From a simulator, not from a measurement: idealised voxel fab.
process module | voxel spacer lines
cross-section cut | 295 nm wide | cells 5 nm
A cross-section is a grid of square cells, given in bands from the top down. A band is one or more rows of cells.
Each band's line starts with the height of the band's top and of its bottom, in nm. Then come its materials from left to right, each with its width in nm. One material with "throughout" fills the band from edge to edge. "air" is empty space.
Height 0 is the level under which the wafer as received is all one material. The lowest band goes on downwards, as in "0 down".
A width such as "30 to 40" changes by the same amount from each row of cells to the next, from the band's top row to its bottom row.
"no change" after a step means that no cell of the cross-section changed.
closed voids: empty space of 8 cells or more with no open way to the top, each as width x height at its distance from the left edge, in nm
after a step's settings: what the simulator itself notes on the step
overlay nm, on a step with a mask: how far to the right of its planned place the mask lay; to the left if negative
plan
1 op RECEIVE | material Si
2 op CONFORMAL_DEP | material Al2O3 | thk nm 10
3 op DIRECTIONAL_DEP | material SiN | thk nm 20
4 op DIRECTIONAL_DEP | material aC | thk nm 30
5 op PATTERN | tone cover | mask id MANDREL | material resist | width nm 15 | pitch nm 60 | thk nm 40 | overlay nm 0
6 op DIRECTIONAL_ETCH | etch materials aC | depth nm 30
7 op STRIP | etch materials resist
8 op CONFORMAL_DEP | material SiO2 | thk nm 15
9 op DIRECTIONAL_ETCH | etch materials SiO2 | depth nm 15
10 op STRIP | etch materials aC
11 op DIRECTIONAL_ETCH | etch materials SiN | depth nm 20
12 op STRIP | etch materials SiO2
13 op FILL_DEP | material SiO2 | thk nm 10
14 op CMP | height nm 30
first wafer, as planned
as received, after step 1
  0 down: Si throughout
  closed voids: none
after step 2
  10 to 0: Al2O3 throughout
  below 0: unchanged
after step 3
  30 to 10: SiN throughout
  below 10: unchanged
after step 4
  60 to 30: aC throughout
  below 30: unchanged
after step 5
  100 to 60: air 80 | resist 15 | air 45 | resist 15 | air 45 | resist 15 | air 80
  below 60: unchanged
after step 6
  70 to 60: air 80 | resist 15 | air 45 | resist 15 | air 45 | resist 15 | air 80
  60 to 30: air 80 | aC 15 | air 45 | aC 15 | air 45 | aC 15 | air 80
  below 30: unchanged
after step 7
  60 to 30: air 80 | aC 15 | air 45 | aC 15 | air 45 | aC 15 | air 80
  below 30: unchanged
after step 8
  75 to 60: air 65 | SiO2 45 | air 15 | SiO2 45 | air 15 | SiO2 45 | air 65
  60 to 45: air 65 | SiO2 15 | aC 15 | SiO2 15 | air 15 | SiO2 15 | aC 15 | SiO2 15 | air 15 | SiO2 15 | aC 15 | SiO2 15 | air 65
  45 to 30: SiO2 80 | aC 15 | SiO2 45 | aC 15 | SiO2 45 | aC 15 | SiO2 80
  below 30: unchanged
after step 9
  60 to 30: air 65 | SiO2 15 | aC 15 | SiO2 15 | air 15 | SiO2 15 | aC 15 | SiO2 15 | air 15 | SiO2 15 | aC 15 | SiO2 15 | air 65
  below 30: unchanged
after step 10
  60 to 30: air 65 | SiO2 15 | air 15 | SiO2 15 | air 15 | SiO2 15 | air 15 | SiO2 15 | air 15 | SiO2 15 | air 15 | SiO2 15 | air 65
  below 30: unchanged
after step 11
  60 to 30: air 65 | SiO2 15 | air 15 | SiO2 15 | air 15 | SiO2 15 | air 15 | SiO2 15 | air 15 | SiO2 15 | air 15 | SiO2 15 | air 65
  30 to 10: air 65 | SiN 15 | air 15 | SiN 15 | air 15 | SiN 15 | air 15 | SiN 15 | air 15 | SiN 15 | air 15 | SiN 15 | air 65
  below 10: unchanged
after step 12
  30 to 10: air 65 | SiN 15 | air 15 | SiN 15 | air 15 | SiN 15 | air 15 | SiN 15 | air 15 | SiN 15 | air 15 | SiN 15 | air 65
  below 10: unchanged
after step 13
  40 to 30: SiO2 throughout
  30 to 10: SiO2 65 | SiN 15 | SiO2 15 | SiN 15 | SiO2 15 | SiN 15 | SiO2 15 | SiN 15 | SiO2 15 | SiN 15 | SiO2 15 | SiN 15 | SiO2 65
  below 10: unchanged
after step 14
  30 to 10: SiO2 65 | SiN 15 | SiO2 15 | SiN 15 | SiO2 15 | SiN 15 | SiO2 15 | SiN 15 | SiO2 15 | SiN 15 | SiO2 15 | SiN 15 | SiO2 65
  below 10: unchanged
second wafer: like start, like plan, one mistake. Through step 4 it matches the first wafer
when step 5 should have ended
  100 to 60: air 85 | resist 15 | air 45 | resist 15 | air 45 | resist 15 | air 75
  below 60: unchanged
when step 6 should have ended
  70 to 60: air 85 | resist 15 | air 45 | resist 15 | air 45 | resist 15 | air 75
  60 to 30: air 85 | aC 15 | air 45 | aC 15 | air 45 | aC 15 | air 75
  below 30: unchanged
when step 7 should have ended
  60 to 30: air 85 | aC 15 | air 45 | aC 15 | air 45 | aC 15 | air 75
  below 30: unchanged
when step 8 should have ended
  75 to 60: air 70 | SiO2 45 | air 15 | SiO2 45 | air 15 | SiO2 45 | air 60
  60 to 45: air 70 | SiO2 15 | aC 15 | SiO2 15 | air 15 | SiO2 15 | aC 15 | SiO2 15 | air 15 | SiO2 15 | aC 15 | SiO2 15 | air 60
  45 to 30: SiO2 85 | aC 15 | SiO2 45 | aC 15 | SiO2 45 | aC 15 | SiO2 75
  below 30: unchanged
when step 9 should have ended
  60 to 30: air 70 | SiO2 15 | aC 15 | SiO2 15 | air 15 | SiO2 15 | aC 15 | SiO2 15 | air 15 | SiO2 15 | aC 15 | SiO2 15 | air 60
  below 30: unchanged
when step 10 should have ended
  60 to 30: air 70 | SiO2 15 | air 15 | SiO2 15 | air 15 | SiO2 15 | air 15 | SiO2 15 | air 15 | SiO2 15 | air 15 | SiO2 15 | air 60
  below 30: unchanged
when step 11 should have ended
  60 to 30: air 70 | SiO2 15 | air 15 | SiO2 15 | air 15 | SiO2 15 | air 15 | SiO2 15 | air 15 | SiO2 15 | air 15 | SiO2 15 | air 60
  30 to 10: air 70 | SiN 15 | air 15 | SiN 15 | air 15 | SiN 15 | air 15 | SiN 15 | air 15 | SiN 15 | air 15 | SiN 15 | air 60
  below 10: unchanged
when step 12 should have ended
  30 to 10: air 70 | SiN 15 | air 15 | SiN 15 | air 15 | SiN 15 | air 15 | SiN 15 | air 15 | SiN 15 | air 15 | SiN 15 | air 60
  below 10: unchanged
when step 13 should have ended
  40 to 30: SiO2 throughout
  30 to 10: SiO2 70 | SiN 15 | SiO2 15 | SiN 15 | SiO2 15 | SiN 15 | SiO2 15 | SiN 15 | SiO2 15 | SiN 15 | SiO2 15 | SiN 15 | SiO2 60
  below 10: unchanged
when step 14 should have ended
  30 to 10: SiO2 70 | SiN 15 | SiO2 15 | SiN 15 | SiO2 15 | SiN 15 | SiO2 15 | SiN 15 | SiO2 15 | SiN 15 | SiO2 15 | SiN 15 | SiO2 60
  below 10: unchanged
what went wrong: step 5 ran as: op PATTERN | tone cover | mask id MANDREL | material resist | width nm 15 | pitch nm 60 | thk nm 40 | overlay nm 5
at the end the second wafer has, in cells: as many of each material as the first, in other places
